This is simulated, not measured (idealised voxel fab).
The process module that follows is named voxel self aligned vias.
Square cell edge 5 nm, section width 220 nm, ID cut.
Reading order for cross-sections: top band down to bottom band. Underlying form: a grid of square cells. Band size: one or more rows of cells.
What a band's entry tells you: where the top is and where the bottom is, as heights in nm, and after that what lies inside, material by material from left to right, each with its width in nm. Empty space is written as the word "empty", and a single material marked with the word "full width" occupies the band from edge to edge.
All heights in this document are referenced to 0, defined as the level beneath which the wafer, as received, consists entirely of one material. The lowest band is not bounded below; it extends indefinitely downward and is written in the form "z 0 and below".
It should be noted that a width expressed as "30..40" varies in equal increments from row to row of cells within the band, taking the value of the first number at the top row and that of the second number at the bottom row.
No cell of the cross-section changed in a step that is given as "nothing was modified".
Closed empty spaces (no open way to the top) of 8 cells or more are what "Sealed internal cavities" lists, each as width x height at distance from the left edge, nm for all three.
Note: text after step settings on the step line = simulator remark on that step.
A step line may carry the setting "overlay nm", which, for steps involving a mask, states the distance by which the mask lay to the right of its intended position; negative values denote displacement to the left.
### Steps planned for the process
- 1: RECEIVE [material Si]
- 2: CONFORMAL_DEP [material SiO2] [thk nm 10]
- 3: CONFORMAL_DEP [material SiCN] [thk nm 5]
- 4: DIRECTIONAL_DEP [material lowk] [thk nm 30]
- 5: DIRECTIONAL_DEP [material aC] [thk nm 10]
- 6: PATTERN [tone open] [mask id LINES] [material resist] [width nm 30] [pitch nm 70] [thk nm 30] [overlay nm 0]
- 7: DIRECTIONAL_ETCH [etch materials aC] [depth nm 10]
- 8: STRIP [etch materials resist]
- 9: DIRECTIONAL_ETCH [etch materials lowk] [depth nm 30]
- 10: STRIP [etch materials aC]
- 11: CONFORMAL_DEP [material TiN] [thk nm 5]
- 12: FILL_DEP [material W] [thk nm 5]
- 13: CMP [height nm 45]
- 14: SELECTIVE_ETCH [etch materials W Ru TiN] [depth nm 10]
- 15: FILL_DEP [material SiN] [thk nm 10]
- 16: CMP [height nm 45]
- 17: DIRECTIONAL_DEP [material lowk] [thk nm 15]
- 18: MASKED_ETCH [tone open] [mask id VIAS] [width nm 40] [pitch nm 70] [etch materials lowk] [depth nm 15] [overlay nm 0]
- 19: MASKED_ETCH [tone open] [mask id VIAS] [width nm 40] [pitch nm 70] [etch materials SiN] [depth nm 10] [overlay nm 0]
- 20: CONFORMAL_DEP [material TiN] [thk nm 5]
- 21: FILL_DEP [material W] [thk nm 10]
- 22: CMP [height nm 60]
- 23: CONFORMAL_DEP [material SiCN] [thk nm 5]
### Cross-section of the incoming wafer, state after step 1
- z 0 and below: Si full width
- Sealed internal cavities: none
### Cross-section: first of two wafers, module finished, run according to plan
- z 65 to 60: SiCN full width
- z 60 to 50: lowk=55; TiN=5; W=30; TiN=5; lowk=30; TiN=5; W=30; TiN=5; lowk=55
- z 50 to 40: lowk=55..60; TiN=10..5; W=20; TiN=10..5; lowk=30..40; TiN=10..5; W=20; TiN=10..5; lowk=55..60
- z 40 to 35: lowk=60; TiN=30; lowk=40; TiN=30; lowk=60
- z 35 to 20: lowk=60; TiN=5; W=20; TiN=5; lowk=40; TiN=5; W=20; TiN=5; lowk=60
- z 20 to 15: lowk=60; TiN=30; lowk=40; TiN=30; lowk=60
- z 15 to 10: SiCN full width
- z 10 to 0: SiO2 full width
- z 0 and below: Si full width
- Sealed internal cavities: none
### second wafer at the end: like start, like plan, one mistake
- z 65 to 60: SiCN full width
- z 60 to 40: lowk=55; TiN=5; W=30; TiN=5; lowk=30; TiN=5; W=30; TiN=5; lowk=55
- z 40 to 35: lowk=55; TiN=40; lowk=30; TiN=40; lowk=55
- z 35 to 30: lowk=55; TiN=10; W=20; TiN=10; lowk=30; TiN=10; W=20; TiN=10; lowk=55
- z 30 to 20: lowk=60; TiN=5; W=20; TiN=5; lowk=40; TiN=5; W=20; TiN=5; lowk=60
- z 20 to 15: lowk=60; TiN=30; lowk=40; TiN=30; lowk=60
- z 15 to 10: SiCN full width
- z 10 to 0: SiO2 full width
- z 0 and below: Si full width
- Sealed internal cavities: none
Where did the run depart from the plan? execution of plan step 18 occurred twice
Wafer comparison, final, in cells, second relative to first, materials more or fewer: +4 TiN; +8 W; -12 lowk
